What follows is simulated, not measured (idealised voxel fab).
The name of this process module is voxel ribs on slabs.
The cross-section shown here is cut; it is 180 nm wide and divided into square cells measuring 5 nm on a side.
This document writes a cross-section as a grid whose cells are square, and gives it as bands, listed from the top down; one or more rows of cells form a band. Band: top and bottom heights (nm) first, top before bottom; then materials from left to right, widths in nm. "full width" marks a sole material filling the band edge to edge. "blank" denotes empty space. Convention: height 0 is the level below which the wafer, as received, is all one material. The lowest band does not terminate at the bottom but continues downward, represented as "z 0 and below". Width: "30..40" (first number = top row, second number = bottom row, same change from row to row of cells). A step reported as "everything unchanged" is a step in which no cell of the cross-section changed. "Closed void list" contains a list of empty spaces, each no smaller than 8 cells and without an open way to the top, written in the form width x height at distance with the distance from the left edge and all three in nm. Step line, after settings: the simulator's comment on this step. "overlay nm", when on a step's line for a step with a mask, measures how far to the right of its planned place the mask lay; a negative measure means to the left.

### The following list gives the planned process steps
1: RECEIVE with material Si
2: DIRECTIONAL_DEP with material SiO2, thk nm 20
3: DIRECTIONAL_DEP with material SiN, thk nm 15
4: DIRECTIONAL_DEP with material aC, thk nm 15
5: PATTERN with tone cover, mask id RIB, material resist, width nm 20, thk nm 35, overlay nm 0
6: DIRECTIONAL_ETCH with etch materials aC, depth nm 15
7: STRIP with etch materials resist
8: DIRECTIONAL_ETCH with etch materials SiN, depth nm 5
9: STRIP with etch materials aC
10: DIRECTIONAL_DEP with material aC, thk nm 10
11: PATTERN with tone cover, mask id SLAB, material resist, width nm 60, thk nm 30, overlay nm 0
12: DIRECTIONAL_ETCH with etch materials aC, depth nm 10
13: STRIP with etch materials resist
14: DIRECTIONAL_ETCH with etch materials SiN, depth nm 10
15: STRIP with etch materials aC
16: FILL_DEP with material SiO2, thk nm 20
17: CMP with height nm 50
18: DIRECTIONAL_DEP with material TiN, thk nm 10
19: DIRECTIONAL_DEP with material aC, thk nm 15
20: PATTERN with tone cover, mask id HEATER, material resist, width nm 30, thk nm 35, overlay nm 0
21: DIRECTIONAL_ETCH with etch materials aC, depth nm 15
22: STRIP with etch materials resist
23: DIRECTIONAL_ETCH with etch materials TiN, depth nm 10
24: STRIP with etch materials aC
25: CONFORMAL_DEP with material SiO2, thk nm 10

### Shown in cross-section is the wafer as received, that is, as it stands after step 1
z 0 and below = Si full width
Closed void list: none

### Cross-section taken at module completion on the first of two wafers; processed per the plan
z 70 to 60 = blank: 65; SiO2: 50; blank: 65
z 60 to 50 = SiO2: 75; TiN: 30; SiO2: 75
z 50 to 35 = SiO2 full width
z 35 to 30 = SiO2: 80; SiN: 20; SiO2: 80
z 30 to 20 = SiO2: 60; SiN: 60; SiO2: 60
z 20 to 0 = SiO2 full width
z 0 and below = Si full width
Closed void list: none

### This is the second of the two wafers, cross-sectioned at the end of the module; it started exactly like the first and was given the same plan, but it was run with one mistake
z 70 to 60 = blank: 65; SiO2: 50; blank: 65
z 60 to 50 = SiO2: 75; TiN: 30; SiO2: 75
z 50 to 35 = SiO2 full width
z 35 to 30 = SiO2: 80; SiN: 20; SiO2: 80
z 30 to 20 = SiO2: 70; SiN: 60; SiO2: 50
z 20 to 0 = SiO2 full width
z 0 and below = Si full width
Closed void list: none
What broke from the plan during processing? for step 11, the planned setting was not used; the step was instead run as PATTERN with tone cover, mask id SLAB, material resist, width nm 60, thk nm 30, overlay nm 10
The two final wafers agree on how many cells each material fills and disagree on which cells those are.
